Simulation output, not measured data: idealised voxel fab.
process module | voxel tone inversion
cross-section cut | 220 nm wide | cells 5 nm
A cross-section is a grid of square cells, given in bands from the top down. A band is one or more rows of cells.
Each band's line starts with the height of the band's top and of its bottom, in nm. Then come its materials from left to right, each with its width in nm. One material with "throughout" fills the band from edge to edge. "air" is empty space.
Height 0 is the level under which the wafer as received is all one material. The lowest band goes on downwards, as in "0 down".
A width such as "30 to 40" changes by the same amount from each row of cells to the next, from the band's top row to its bottom row.
"no change" after a step means that no cell of the cross-section changed.
closed voids: empty space of 8 cells or more with no open way to the top, each as width x height at its distance from the left edge, in nm
after a step's settings: what the simulator itself notes on the step
overlay nm, on a step with a mask: how far to the right of its planned place the mask lay; to the left if negative
plan
1 op RECEIVE | material Si
2 op CONFORMAL_DEP | material SiN | thk nm 5
3 op DIRECTIONAL_DEP | material polySi | thk nm 25
4 op PATTERN | tone cover | mask id POSTS | material resist | width nm 25 | pitch nm 45 | thk nm 30 | overlay nm 0
5 op DIRECTIONAL_ETCH | etch materials polySi | depth nm 25
6 op STRIP | etch materials resist
7 op FILL_DEP | material SiO2 | thk nm 10
8 op CMP | height nm 30
9 op STRIP | etch materials polySi
10 op CONFORMAL_DEP | material TiN | thk nm 5
11 op FILL_DEP | material W | thk nm 5
12 op CMP | height nm 30
13 op CONFORMAL_DEP | material SiCN | thk nm 5
as received, after step 1
  0 down: Si throughout
  closed voids: none
first wafer at the end, as planned
  35 to 30: SiCN throughout
  30 to 10: SiO2 30 | TiN 5 | W 15 | TiN 5 | SiO2 20 | TiN 5 | W 15 | TiN 5 | SiO2 20 | TiN 5 | W 15 | TiN 5 | SiO2 20 | TiN 5 | W 15 | TiN 5 | SiO2 30
  10 to 5: SiO2 30 | TiN 25 | SiO2 20 | TiN 25 | SiO2 20 | TiN 25 | SiO2 20 | TiN 25 | SiO2 30
  5 to 0: SiN throughout
  0 down: Si throughout
  closed voids: none
second wafer at the end: like start, like plan, one mistake
  35 to 30: SiCN throughout
  30 to 25: SiN throughout
  25 to 0: polySi throughout
  0 down: Si throughout
  closed voids: none
what went wrong: steps 2 and 3 were swapped
at the end the second wafer has, in cells: 120 fewer of SiO2 | 52 fewer of TiN | 48 fewer of W | 220 more of polySi
